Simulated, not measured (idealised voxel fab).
Module name: voxel gate over fins (process module)
It is cross-section cut that appears here, measuring 265 nm in width, its square cells being 5 nm in size.
We lay out every cross-section as a grid of square cells and spell it out in bands from the top down, where one band means one or more rows of cells. Top height, bottom height, nm. Materials left to right, width each, nm. Single material + "full width" = fills band edge to edge. "empty" = empty. Basically, 0 is our baseline, since under it the wafer straight out of the box is all one material. The bottom band has no lower end and keeps on going down, so it looks like "from 0 down". You'd read "30 to 40" like this: the band's top row of cells is as wide as the first number, its bottom row is as wide as the second, and going down, every row changes width by the same amount as the row before did. Take "no change occurred" at face value: in the step it is given for, the cross-section changed in none of its cells. The entry titled "Sealed internal voids" provides the empty spaces that have no open way to the top, restricted to those of 8 cells or more. Each is presented as width x height at distance, the distance being measured from the left edge, with all three in nm. Where a step's line continues beyond its settings, the continuation is a remark by the simulator itself on that step. The optional step-line setting "overlay nm" applies to steps with a mask and quantifies how far to the right of its planned location the mask lay, a negative value indicating leftward placement.

### Planned step list for the process
1,RECEIVE | material Si
2,CONFORMAL_DEP | material SiN | thk nm 5
3,MASKED_ETCH | tone cover | mask id FINS | width nm 15 | pitch nm 50 | etch materials SiN | depth nm 5 | overlay nm 0
4,MASKED_ETCH | tone cover | mask id FINS | width nm 15 | pitch nm 50 | etch materials Si | depth nm 35 | overlay nm 0
5,FILL_DEP | material SiO2 | thk nm 5
6,CMP | height nm 5
7,DIRECTIONAL_DEP | material aC | thk nm 15
8,PATTERN | tone open | mask id RAIL | material resist | width nm 15 | thk nm 35 | overlay nm 0
9,DIRECTIONAL_ETCH | etch materials aC | depth nm 15
10,STRIP | etch materials resist
11,DIRECTIONAL_ETCH | etch materials SiO2 | depth nm 35
12,STRIP | etch materials aC
13,CONFORMAL_DEP | material TiN | thk nm 5
14,FILL_DEP | material W | thk nm 5
15,CMP | height nm 5
16,SELECTIVE_ETCH | etch materials W Ru TiN | depth nm 30
17,FILL_DEP | material SiO2 | thk nm 5
18,CMP | height nm 5
19,SELECTIVE_ETCH | etch materials SiO2 | depth nm 20
20,STRIP | etch materials SiN
21,CONFORMAL_DEP | material HfO2 | thk nm 5
22,CONFORMAL_DEP | material TiN | thk nm 5
23,FILL_DEP | material W | thk nm 15
24,CMP | height nm 20
25,CONFORMAL_DEP | material SiN | thk nm 10

### As-received wafer cross-section (after step 1)
  from 0 down  Si full width
  Sealed internal voids: none

### Result of the module, cross-sectioned: start per above, plan per above, one error in how it was run
  from 30 to 20  SiN full width
  from 20 to 10  W full width
  from 10 to 5  65 nm W  35 nm TiN  15 nm W  35 nm TiN  15 nm W  35 nm TiN  65 nm W
  from 5 to 0  65 nm W  5 nm TiN  25 nm HfO2  5 nm TiN  15 nm W  5 nm TiN  25 nm HfO2  5 nm TiN  15 nm W  5 nm TiN  25 nm HfO2  5 nm TiN  65 nm W
  from 0 to -15  65 nm W  5 nm TiN  5 nm HfO2  15 nm Si  5 nm HfO2  5 nm TiN  15 nm W  5 nm TiN  5 nm HfO2  15 nm Si  5 nm HfO2  5 nm TiN  15 nm W  5 nm TiN  5 nm HfO2  15 nm Si  5 nm HfO2  5 nm TiN  65 nm W
  from -15 to -20  65 nm W  5 nm TiN  5 nm HfO2  15 nm Si  5 nm HfO2  25 nm TiN  5 nm HfO2  15 nm Si  5 nm HfO2  5 nm TiN  15 nm W  5 nm TiN  5 nm HfO2  15 nm Si  5 nm HfO2  5 nm TiN  65 nm W
  from -20 to -25  65 nm W  5 nm TiN  5 nm HfO2  15 nm Si  35 nm HfO2  15 nm Si  5 nm HfO2  5 nm TiN  15 nm W  5 nm TiN  5 nm HfO2  15 nm Si  5 nm HfO2  5 nm TiN  65 nm W
  from -25 to -30  70 nm TiN  5 nm HfO2  15 nm Si  10 nm HfO2  15 nm TiN  10 nm HfO2  15 nm Si  5 nm HfO2  25 nm TiN  5 nm HfO2  15 nm Si  5 nm HfO2  70 nm TiN
  from -30 to -35  75 nm HfO2  15 nm Si  15 nm HfO2  5 nm SiO2  15 nm HfO2  15 nm Si  35 nm HfO2  15 nm Si  75 nm HfO2
  from -35 down  Si full width
  Sealed internal voids: none
Against the plan, the run slipped here: step 19 of the plan saw execution twice
